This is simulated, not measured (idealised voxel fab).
The name of this process module is voxel released beams.
cross-section cut | 205 nm wide | cells 5 nm
In what follows, cross-sections appear as grids of square cells, described through bands that run from the top down, where every band is one or more rows of cells. Quick guide to a band line: top height, bottom height (nm) up front; then every material left to right with its width in nm. Only one material and it's marked "edge to edge"? Then it fills the band edge to edge. And "empty" just means empty space. All heights in this document are referenced to 0, defined as the level beneath which the wafer, as received, consists entirely of one material. The lowest band is not bounded below; it extends indefinitely downward and is written in the form "top 0, no bottom". Note: "30..40" means the width goes from the first number (top row of the band) to the second number (bottom row) in equal steps per row of cells. Step marked "no alterations made"? Then no cell in the cross-section changed in it. Empty spaces without an open route to the top, at least 8 cells in extent, make up the entry "Enclosed void entries"; each is given as width x height at distance, where the distance is measured from the left edge, and all are in nm. Step line, after settings: the simulator's comment on this step. The "overlay nm" setting may appear on a step's line; for a step that uses a mask, it gives how far to the right of its planned position the mask lay, and a negative value indicates the left.
## The process steps that were planned are listed below
1 RECEIVE [material Si]
2 CONFORMAL_DEP [material SiN] [thk nm 5]
3 DIRECTIONAL_DEP [material SiO2] [thk nm 20]
4 MASKED_ETCH [tone open] [mask id ANCHOR] [width nm 45] [etch materials SiO2] [depth nm 20] [overlay nm 0]
5 CONFORMAL_DEP [material W] [thk nm 15]
6 DIRECTIONAL_DEP [material aC] [thk nm 15]
7 PATTERN [tone cover] [mask id BEAM] [material resist] [width nm 120] [thk nm 35] [overlay nm 0]
8 DIRECTIONAL_ETCH [etch materials aC] [depth nm 15]
9 STRIP [etch materials resist]
10 DIRECTIONAL_ETCH [etch materials W] [depth nm 15]
11 STRIP [etch materials aC]
12 STRIP [etch materials SiO2]
## Wafer as received: cross-section following step 1
  top 0, no bottom: Si edge to edge
  Enclosed void entries: none
## Below is the wafer in cross-section after the module was completed. It began from the starting point shown above and followed the plan shown above, except that one mistake was made while running it
  top 50, bottom 35: 40 empty | 20 W | 15 empty | 85 W | 45 empty
  top 35, bottom 30: 45 empty | 15 W | 15 empty | 15 W | 115 empty
  top 30, bottom 15: 45 empty | 45 W | 115 empty
  top 15, bottom 0: SiN edge to edge
  top 0, no bottom: Si edge to edge
  Enclosed void entries: none
What was done differently from what was planned? it should be noted that step 2 was executed with settings other than those planned, the operation and settings actually applied being CONFORMAL_DEP [material SiN] [thk nm 15]
